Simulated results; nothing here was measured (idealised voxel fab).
Herein follows the process module entitled voxel transistor to metal.
Shown is cross-section cut, with a width of 210 nm and square cells of size 5 nm.
Throughout this document, each cross-section is represented as a grid of square cells and is presented as a sequence of bands enumerated from the top downward, where a band comprises one or more rows of cells.
A band entry consists of two parts. The first gives the height of the band's top and the height of its bottom, in nm. The rest lists the band's materials from left to right, each with its width in nm. A single material labelled with the word "all across" fills the band from edge to edge, and the word "air" marks empty space.
Heights from 0 (as-received wafer is one material below). Bottom band endless downward, as "from 0 down".
When a width is written as two numbers, as in "30->40", the first number is the width in the top row of cells of the band and the second is the width in its bottom row, and the width changes by the same amount from each row to the next.
Where a step carries "nothing changed", the cross-section came out of it unchanged, cell for cell.
This entry, "Fully sealed cavities", enumerates those empty regions of no fewer than 8 cells that possess no open connection to the top. Each region is reported in the form width x height at distance, the distance being taken from the left edge, with all three quantities expressed in nm.
Where a step's line continues beyond its settings, the continuation is a remark by the simulator itself on that step.
Regarding "overlay nm": on a step with a mask, it is the distance the mask lay to the right of its planned place; a negative value places it to the left.
# Listed below are the process steps as planned
step 1: RECEIVE [material Si]
step 2: OXIDIZE [depth nm 5]
step 3: CONFORMAL_DEP [material SiN] [thk nm 10]
step 4: MASKED_ETCH [tone cover] [mask id ACTIVE] [width nm 110] [etch materials SiN] [depth nm 10] [overlay nm 0]
step 5: MASKED_ETCH [tone cover] [mask id ACTIVE] [width nm 110] [etch materials SiO2] [depth nm 5] [overlay nm 0]
step 6: MASKED_ETCH [tone cover] [mask id ACTIVE] [width nm 110] [etch materials Si] [depth nm 20] [overlay nm 0]
step 7: FILL_DEP [material SiO2] [thk nm 10]
step 8: CMP [height nm 10]
step 9: SELECTIVE_ETCH [etch materials SiO2] [depth nm 10]
step 10: STRIP [etch materials SiN]
step 11: SELECTIVE_ETCH [etch materials SiO2] [depth nm 5]
step 12: OXIDIZE [depth nm 5]
step 13: DIRECTIONAL_DEP [material polySi] [thk nm 20]
step 14: DIRECTIONAL_DEP [material SiCN] [thk nm 15]
step 15: DIRECTIONAL_DEP [material aC] [thk nm 10]
step 16: PATTERN [tone cover] [mask id GATE] [material resist] [width nm 30] [thk nm 25] [overlay nm 0]
step 17: DIRECTIONAL_ETCH [etch materials aC] [depth nm 10]
step 18: STRIP [etch materials resist]
step 19: DIRECTIONAL_ETCH [etch materials SiCN] [depth nm 25]
step 20: DIRECTIONAL_ETCH [etch materials polySi] [depth nm 30]
step 21: STRIP [etch materials aC]
step 22: CONFORMAL_DEP [material SiN] [thk nm 10]
step 23: DIRECTIONAL_ETCH [etch materials SiN] [depth nm 10]
step 24: DIRECTIONAL_ETCH [etch materials SiO2] [depth nm 5]
step 25: DIRECTIONAL_ETCH [etch materials Si] [depth nm 15]
step 26: EPI [material nSi] [thk nm 20]
step 27: FILL_DEP [material SiO2] [thk nm 10]
step 28: CMP [height nm 15]
step 29: STRIP [etch materials polySi]
step 30: SELECTIVE_ETCH [etch materials SiO2] [depth nm 5]
step 31: CONFORMAL_DEP [material HfO2] [thk nm 5]
step 32: CONFORMAL_DEP [material TiN] [thk nm 5]
step 33: FILL_DEP [material W] [thk nm 10]
step 34: CMP [height nm 10]
step 35: DIRECTIONAL_DEP [material SiO2] [thk nm 10]
step 36: DIRECTIONAL_DEP [material aC] [thk nm 15]
step 37: PATTERN [tone open] [mask id CONTACT] [material resist] [width nm 15] [pitch nm 75] [thk nm 35] [overlay nm 0]
step 38: DIRECTIONAL_ETCH [etch materials aC] [depth nm 15]
step 39: STRIP [etch materials resist]
step 40: DIRECTIONAL_ETCH [etch materials SiO2] [depth nm 10]
step 41: STRIP [etch materials aC]
step 42: CONFORMAL_DEP [material TiN] [thk nm 5]
step 43: FILL_DEP [material Ru] [thk nm 10]
step 44: CMP [height nm 20]
step 45: CONFORMAL_DEP [material SiCN] [thk nm 5]
step 46: DIRECTIONAL_DEP [material SiO2] [thk nm 15]
step 47: PATTERN [tone open] [mask id METAL_1] [material resist] [width nm 15] [pitch nm 75] [thk nm 20] [overlay nm 0]
step 48: DIRECTIONAL_ETCH [etch materials SiO2] [depth nm 15]
step 49: DIRECTIONAL_ETCH [etch materials SiCN] [depth nm 5]
step 50: STRIP [etch materials resist]
step 51: CONFORMAL_DEP [material TiN] [thk nm 5]
step 52: FILL_DEP [material Ru] [thk nm 10]
step 53: CMP [height nm 40]
step 54: CONFORMAL_DEP [material SiN] [thk nm 5]
# The cross-section here shows the wafer as received, i.e. in its state after step 1
> from 0 down = Si all across
> Fully sealed cavities: none
# Here's the wafer cut in cross-section after the module, started and planned just like above, except one thing was done wrong in the run
> from 45 to 40 = SiN all across
> from 40 to 35 = 60 of SiCN, then 15 of TiN, then 60 of SiCN, then 15 of TiN, then 60 of SiCN
> from 35 to 20 = SiO2 all across
> from 20 to 15 = 60 of SiO2, then 5 of TiN, then 5 of Ru, then 5 of TiN, then 60 of SiO2, then 5 of TiN, then 5 of Ru, then 5 of TiN, then 60 of SiO2
> from 15 to 10 = 60 of SiO2, then 15 of TiN, then 60 of SiO2, then 15 of TiN, then 60 of SiO2
> from 10 to 0 = 60 of SiO2, then 20 of nSi, then 10 of SiN, then 5 of HfO2, then 5 of TiN, then 10 of W, then 5 of TiN, then 5 of HfO2, then 10 of SiN, then 20 of nSi, then 60 of SiO2
> from 0 to -5 = 60 of SiO2, then 20 of nSi, then 10 of SiN, then 5 of HfO2, then 20 of TiN, then 5 of HfO2, then 10 of SiN, then 20 of nSi, then 60 of SiO2
> from -5 to -10 = 45 of SiO2, then 35 of nSi, then 5 of SiO2, then 40 of HfO2, then 5 of SiO2, then 35 of nSi, then 45 of SiO2
> from -10 to -25 = 50 of SiO2, then 30 of nSi, then 50 of Si, then 30 of nSi, then 50 of SiO2
> from -25 down = Si all across
> Fully sealed cavities: none
Short version of what went wrong: steps 45 and 46 traded places in the executed sequence
